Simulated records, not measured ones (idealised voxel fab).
process module | voxel capacitor over wiring
cross-section cut | 155 nm wide | cells 5 nm
A cross-section is a grid of square cells, given in bands from the top down. A band is one or more rows of cells.
Each band's line starts with the height of the band's top and of its bottom, in nm. Then come its materials from left to right, each with its width in nm. One material with "throughout" fills the band from edge to edge. "air" is empty space.
Height 0 is the level under which the wafer as received is all one material. The lowest band goes on downwards, as in "0 down".
A width such as "30 to 40" changes by the same amount from each row of cells to the next, from the band's top row to its bottom row.
"no change" after a step means that no cell of the cross-section changed.
closed voids: empty space of 8 cells or more with no open way to the top, each as width x height at its distance from the left edge, in nm
after a step's settings: what the simulator itself notes on the step
overlay nm, on a step with a mask: how far to the right of its planned place the mask lay; to the left if negative
plan
1 op RECEIVE | material Si
2 op CONFORMAL_DEP | material SiO2 | thk nm 15
3 op CONFORMAL_DEP | material SiCN | thk nm 5
4 op DIRECTIONAL_DEP | material lowk | thk nm 25
5 op DIRECTIONAL_DEP | material aC | thk nm 10
6 op PATTERN | tone open | mask id METAL_1 | material resist | width nm 20 | pitch nm 85 | thk nm 30 | overlay nm 0
7 op DIRECTIONAL_ETCH | etch materials aC | depth nm 10
8 op STRIP | etch materials resist
9 op DIRECTIONAL_ETCH | etch materials lowk | depth nm 25
10 op DIRECTIONAL_ETCH | etch materials SiCN | depth nm 5
11 op STRIP | etch materials aC
12 op CONFORMAL_DEP | material TiN | thk nm 5
13 op FILL_DEP | material Cu | thk nm 5
14 op CMP | height nm 45
15 op CONFORMAL_DEP | material SiCN | thk nm 5
16 op DIRECTIONAL_DEP | material lowk | thk nm 15
17 op DIRECTIONAL_DEP | material aC | thk nm 10
18 op PATTERN | tone open | mask id PLUG_1 | material resist | width nm 15 | thk nm 25 | overlay nm 0
19 op DIRECTIONAL_ETCH | etch materials aC | depth nm 10
20 op STRIP | etch materials resist
21 op DIRECTIONAL_ETCH | etch materials lowk | depth nm 15
22 op DIRECTIONAL_ETCH | etch materials SiCN | depth nm 5
23 op STRIP | etch materials aC
24 op EPI | material Ru | thk nm 10
25 op EPI | material Ru | thk nm 10
26 op DIRECTIONAL_DEP | material TiN | thk nm 5
27 op DIRECTIONAL_DEP | material HfO2 | thk nm 5
28 op DIRECTIONAL_DEP | material TiN | thk nm 10
29 op MASKED_ETCH | tone cover | mask id UPPER_PLATE | width nm 70 | etch materials TiN | depth nm 10 | overlay nm 0
30 op MASKED_ETCH | tone cover | mask id UPPER_PLATE | width nm 70 | etch materials HfO2 | depth nm 5 | overlay nm 0
31 op PATTERN | tone cover | mask id LOWER_PLATE | material resist | width nm 80 | thk nm 15 | overlay nm 0
32 op DIRECTIONAL_ETCH | etch materials TiN | depth nm 5
33 op STRIP | etch materials resist
34 op FILL_DEP | material SiO2 | thk nm 15
35 op CMP | height nm 95
36 op DIRECTIONAL_DEP | material aC | thk nm 10
37 op PATTERN | tone open | mask id PLUG_2 | material resist | width nm 15 | thk nm 30 | overlay nm 0
38 op DIRECTIONAL_ETCH | etch materials aC | depth nm 10
39 op STRIP | etch materials resist
40 op DIRECTIONAL_ETCH | etch materials SiO2 | depth nm 10
41 op STRIP | etch materials aC
42 op CONFORMAL_DEP | material TiN | thk nm 5
43 op FILL_DEP | material W | thk nm 10
44 op CMP | height nm 95
45 op CONFORMAL_DEP | material SiCN | thk nm 5
first wafer, as planned
as received, after step 1
  0 down: Si throughout
  closed voids: none
after step 2
  15 to 0: SiO2 throughout
  below 0: unchanged
after step 3
  20 to 15: SiCN throughout
  below 15: unchanged
after step 4
  45 to 20: lowk throughout
  below 20: unchanged
after step 5
  55 to 45: aC throughout
  below 45: unchanged
after step 6
  85 to 55: resist 25 | air 20 | resist 65 | air 20 | resist 25
  below 55: unchanged
after step 7
  75 to 55: resist 25 | air 20 | resist 65 | air 20 | resist 25
  55 to 45: aC 25 | air 20 | aC 65 | air 20 | aC 25
  below 45: unchanged
after step 8
  55 to 45: aC 25 | air 20 | aC 65 | air 20 | aC 25
  below 45: unchanged
after step 9
  55 to 45: aC 25 | air 20 | aC 65 | air 20 | aC 25
  45 to 20: lowk 25 | air 20 | lowk 65 | air 20 | lowk 25
  below 20: unchanged
after step 10
  55 to 45: aC 25 | air 20 | aC 65 | air 20 | aC 25
  45 to 20: lowk 25 | air 20 | lowk 65 | air 20 | lowk 25
  20 to 15: SiCN 25 | air 20 | SiCN 65 | air 20 | SiCN 25
  below 15: unchanged
after step 11
  45 to 20: lowk 25 | air 20 | lowk 65 | air 20 | lowk 25
  below 20: unchanged
after step 12
  50 to 45: TiN 30 | air 10 | TiN 75 | air 10 | TiN 30
  45 to 20: lowk 25 | TiN 5 | air 10 | TiN 5 | lowk 65 | TiN 5 | air 10 | TiN 5 | lowk 25
  20 to 15: SiCN 25 | TiN 20 | SiCN 65 | TiN 20 | SiCN 25
  below 15: unchanged
after step 13
  55 to 50: Cu throughout
  50 to 45: TiN 30 | Cu 10 | TiN 75 | Cu 10 | TiN 30
  45 to 20: lowk 25 | TiN 5 | Cu 10 | TiN 5 | lowk 65 | TiN 5 | Cu 10 | TiN 5 | lowk 25
  below 20: unchanged
after step 14
  45 to 20: lowk 25 | TiN 5 | Cu 10 | TiN 5 | lowk 65 | TiN 5 | Cu 10 | TiN 5 | lowk 25
  below 20: unchanged
after step 15
  50 to 45: SiCN throughout
  below 45: unchanged
after step 16
  65 to 50: lowk throughout
  below 50: unchanged
after step 17
  75 to 65: aC throughout
  below 65: unchanged
after step 18
  100 to 75: resist 30 | air 15 | resist 110
  below 75: unchanged
after step 19
  90 to 75: resist 30 | air 15 | resist 110
  75 to 65: aC 30 | air 15 | aC 110
  below 65: unchanged
after step 20
  75 to 65: aC 30 | air 15 | aC 110
  below 65: unchanged
after step 21
  75 to 65: aC 30 | air 15 | aC 110
  65 to 50: lowk 30 | air 15 | lowk 110
  below 50: unchanged
after step 22
  75 to 65: aC 30 | air 15 | aC 110
  65 to 50: lowk 30 | air 15 | lowk 110
  50 to 45: SiCN 30 | air 15 | SiCN 110
  below 45: unchanged
after step 23
  65 to 50: lowk 30 | air 15 | lowk 110
  below 50: unchanged
after step 24
  65 to 55: lowk 30 | air 15 | lowk 110
  55 to 50: lowk 30 | Ru 15 | lowk 110
  50 to 45: SiCN 30 | Ru 15 | SiCN 110
  below 45: unchanged
after step 25
  65 to 50: lowk 30 | Ru 15 | lowk 110
  below 50: unchanged
after step 26
  70 to 65: TiN throughout
  below 65: unchanged
after step 27
  75 to 70: HfO2 throughout
  below 70: unchanged
after step 28
  85 to 75: TiN throughout
  below 75: unchanged
after step 29
  85 to 75: air 30 | TiN 70 | air 55
  below 75: unchanged
after step 30
  85 to 75: air 30 | TiN 70 | air 55
  75 to 70: air 30 | HfO2 70 | air 55
  below 70: unchanged
after step 31
  100 to 85: air 25 | resist 80 | air 50
  85 to 75: air 25 | resist 5 | TiN 70 | resist 5 | air 50
  75 to 70: air 25 | resist 5 | HfO2 70 | resist 5 | air 50
  below 70: unchanged
after step 32
  100 to 85: air 25 | resist 80 | air 50
  85 to 75: air 25 | resist 5 | TiN 70 | resist 5 | air 50
  75 to 70: air 25 | resist 5 | HfO2 70 | resist 5 | air 50
  70 to 65: air 25 | TiN 80 | air 50
  below 65: unchanged
after step 33
  85 to 75: air 30 | TiN 70 | air 55
  75 to 70: air 30 | HfO2 70 | air 55
  below 70: unchanged
after step 34
  100 to 85: SiO2 throughout
  85 to 75: SiO2 30 | TiN 70 | SiO2 55
  75 to 70: SiO2 30 | HfO2 70 | SiO2 55
  70 to 65: SiO2 25 | TiN 80 | SiO2 50
  below 65: unchanged
after step 35
  95 to 85: SiO2 throughout
  below 85: unchanged
after step 36
  105 to 95: aC throughout
  below 95: unchanged
after step 37
  135 to 105: resist 40 | air 15 | resist 100
  below 105: unchanged
after step 38
  125 to 105: resist 40 | air 15 | resist 100
  105 to 95: aC 40 | air 15 | aC 100
  below 95: unchanged
after step 39
  105 to 95: aC 40 | air 15 | aC 100
  below 95: unchanged
after step 40
  105 to 95: aC 40 | air 15 | aC 100
  95 to 85: SiO2 40 | air 15 | SiO2 100
  below 85: unchanged
after step 41
  95 to 85: SiO2 40 | air 15 | SiO2 100
  below 85: unchanged
after step 42
  100 to 95: TiN 45 | air 5 | TiN 105
  95 to 90: SiO2 40 | TiN 5 | air 5 | TiN 5 | SiO2 100
  90 to 85: SiO2 40 | TiN 15 | SiO2 100
  below 85: unchanged
after step 43
  110 to 100: W throughout
  100 to 95: TiN 45 | W 5 | TiN 105
  95 to 90: SiO2 40 | TiN 5 | W 5 | TiN 5 | SiO2 100
  below 90: unchanged
after step 44
  95 to 90: SiO2 40 | TiN 5 | W 5 | TiN 5 | SiO2 100
  below 90: unchanged
after step 45
  100 to 95: SiCN throughout
  below 95: unchanged
second wafer: like start, like plan, one mistake. Through step 2 it matches the first wafer
when step 3 should have ended
  40 to 15: lowk throughout
  below 15: unchanged
when step 4 should have ended
  45 to 40: SiCN throughout
  below 40: unchanged
when step 5 should have ended
  55 to 45: aC throughout
  below 45: unchanged
when step 6 should have ended
  85 to 55: resist 25 | air 20 | resist 65 | air 20 | resist 25
  below 55: unchanged
when step 7 should have ended
  75 to 55: resist 25 | air 20 | resist 65 | air 20 | resist 25
  55 to 45: aC 25 | air 20 | aC 65 | air 20 | aC 25
  below 45: unchanged
when step 8 should have ended
  55 to 45: aC 25 | air 20 | aC 65 | air 20 | aC 25
  below 45: unchanged
when step 9 should have ended: no change
when step 10 should have ended
  55 to 45: aC 25 | air 20 | aC 65 | air 20 | aC 25
  45 to 40: SiCN 25 | air 20 | SiCN 65 | air 20 | SiCN 25
  below 40: unchanged
when step 11 should have ended
  45 to 40: SiCN 25 | air 20 | SiCN 65 | air 20 | SiCN 25
  below 40: unchanged
when step 12 should have ended
  50 to 45: TiN 30 | air 10 | TiN 75 | air 10 | TiN 30
  45 to 40: SiCN 25 | TiN 20 | SiCN 65 | TiN 20 | SiCN 25
  below 40: unchanged
when step 13 should have ended
  55 to 50: Cu throughout
  50 to 45: TiN 30 | Cu 10 | TiN 75 | Cu 10 | TiN 30
  below 45: unchanged
when step 14 should have ended
  45 to 40: SiCN 25 | TiN 20 | SiCN 65 | TiN 20 | SiCN 25
  below 40: unchanged
when step 15 should have ended
  50 to 45: SiCN throughout
  below 45: unchanged
when step 16 should have ended
  65 to 50: lowk throughout
  below 50: unchanged
when step 17 should have ended
  75 to 65: aC throughout
  below 65: unchanged
when step 18 should have ended
  100 to 75: resist 30 | air 15 | resist 110
  below 75: unchanged
when step 19 should have ended
  90 to 75: resist 30 | air 15 | resist 110
  75 to 65: aC 30 | air 15 | aC 110
  below 65: unchanged
when step 20 should have ended
  75 to 65: aC 30 | air 15 | aC 110
  below 65: unchanged
when step 21 should have ended
  75 to 65: aC 30 | air 15 | aC 110
  65 to 50: lowk 30 | air 15 | lowk 110
  below 50: unchanged
when step 22 should have ended
  75 to 65: aC 30 | air 15 | aC 110
  65 to 50: lowk 30 | air 15 | lowk 110
  50 to 45: SiCN 30 | air 15 | SiCN 110
  below 45: unchanged
when step 23 should have ended
  65 to 50: lowk 30 | air 15 | lowk 110
  below 50: unchanged
when step 24 should have ended
  65 to 55: lowk 30 | air 15 | lowk 110
  55 to 50: lowk 30 | Ru 15 | lowk 110
  50 to 45: SiCN 30 | Ru 15 | SiCN 110
  below 45: unchanged
when step 25 should have ended
  65 to 50: lowk 30 | Ru 15 | lowk 110
  below 50: unchanged
when step 26 should have ended
  70 to 65: TiN throughout
  below 65: unchanged
when step 27 should have ended
  75 to 70: HfO2 throughout
  below 70: unchanged
when step 28 should have ended
  85 to 75: TiN throughout
  below 75: unchanged
when step 29 should have ended
  85 to 75: air 30 | TiN 70 | air 55
  below 75: unchanged
when step 30 should have ended
  85 to 75: air 30 | TiN 70 | air 55
  75 to 70: air 30 | HfO2 70 | air 55
  below 70: unchanged
when step 31 should have ended
  100 to 85: air 25 | resist 80 | air 50
  85 to 75: air 25 | resist 5 | TiN 70 | resist 5 | air 50
  75 to 70: air 25 | resist 5 | HfO2 70 | resist 5 | air 50
  below 70: unchanged
when step 32 should have ended
  100 to 85: air 25 | resist 80 | air 50
  85 to 75: air 25 | resist 5 | TiN 70 | resist 5 | air 50
  75 to 70: air 25 | resist 5 | HfO2 70 | resist 5 | air 50
  70 to 65: air 25 | TiN 80 | air 50
  below 65: unchanged
when step 33 should have ended
  85 to 75: air 30 | TiN 70 | air 55
  75 to 70: air 30 | HfO2 70 | air 55
  below 70: unchanged
when step 34 should have ended
  100 to 85: SiO2 throughout
  85 to 75: SiO2 30 | TiN 70 | SiO2 55
  75 to 70: SiO2 30 | HfO2 70 | SiO2 55
  70 to 65: SiO2 25 | TiN 80 | SiO2 50
  below 65: unchanged
when step 35 should have ended
  95 to 85: SiO2 throughout
  below 85: unchanged
when step 36 should have ended
  105 to 95: aC throughout
  below 95: unchanged
when step 37 should have ended
  135 to 105: resist 40 | air 15 | resist 100
  below 105: unchanged
when step 38 should have ended
  125 to 105: resist 40 | air 15 | resist 100
  105 to 95: aC 40 | air 15 | aC 100
  below 95: unchanged
when step 39 should have ended
  105 to 95: aC 40 | air 15 | aC 100
  below 95: unchanged
when step 40 should have ended
  105 to 95: aC 40 | air 15 | aC 100
  95 to 85: SiO2 40 | air 15 | SiO2 100
  below 85: unchanged
when step 41 should have ended
  95 to 85: SiO2 40 | air 15 | SiO2 100
  below 85: unchanged
when step 42 should have ended
  100 to 95: TiN 45 | air 5 | TiN 105
  95 to 90: SiO2 40 | TiN 5 | air 5 | TiN 5 | SiO2 100
  90 to 85: SiO2 40 | TiN 15 | SiO2 100
  below 85: unchanged
when step 43 should have ended
  110 to 100: W throughout
  100 to 95: TiN 45 | W 5 | TiN 105
  95 to 90: SiO2 40 | TiN 5 | W 5 | TiN 5 | SiO2 100
  below 90: unchanged
when step 44 should have ended
  95 to 90: SiO2 40 | TiN 5 | W 5 | TiN 5 | SiO2 100
  below 90: unchanged
when step 45 should have ended
  100 to 95: SiCN throughout
  below 95: unchanged
what went wrong: steps 3 and 4 were swapped
at the end the second wafer has, in cells: 20 fewer of Cu | 20 fewer of TiN | 40 more of lowk
